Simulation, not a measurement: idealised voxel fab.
process module | voxel lift off
cross-section cut | 195 nm wide | cells 5 nm
A cross-section is a grid of square cells, given in bands from the top down. A band is one or more rows of cells.
Each band's line starts with the height of the band's top and of its bottom, in nm. Then come its materials from left to right, each with its width in nm. One material with "throughout" fills the band from edge to edge. "air" is empty space.
Height 0 is the level under which the wafer as received is all one material. The lowest band goes on downwards, as in "0 down".
A width such as "30 to 40" changes by the same amount from each row of cells to the next, from the band's top row to its bottom row.
"no change" after a step means that no cell of the cross-section changed.
closed voids: empty space of 8 cells or more with no open way to the top, each as width x height at its distance from the left edge, in nm
after a step's settings: what the simulator itself notes on the step
overlay nm, on a step with a mask: how far to the right of its planned place the mask lay; to the left if negative
plan
1 op RECEIVE | material Si
2 op CONFORMAL_DEP | material SiN | thk nm 5
3 op PATTERN | tone open | mask id LINES | material resist | width nm 30 | pitch nm 50 | thk nm 15 | overlay nm 0
4 op DIRECTIONAL_DEP | material Ru | thk nm 5
5 op STRIP | etch materials resist
6 op CONFORMAL_DEP | material SiO2 | thk nm 10
as received, after step 1
  0 down: Si throughout
  closed voids: none
a wafer at the end: this start, this plan, one mistake
  20 to 15: air 25 | SiO2 40 | air 10 | SiO2 40 | air 10 | SiO2 40 | air 30
  15 to 10: SiO2 throughout
  10 to 5: SiO2 35 | Ru 20 | SiO2 30 | Ru 20 | SiO2 30 | Ru 20 | SiO2 40
  5 to 0: SiN throughout
  0 down: Si throughout
  closed voids: none
what went wrong: step 3 ran as: op PATTERN | tone open | mask id LINES | material resist | width nm 20 | pitch nm 50 | thk nm 15 | overlay nm 0
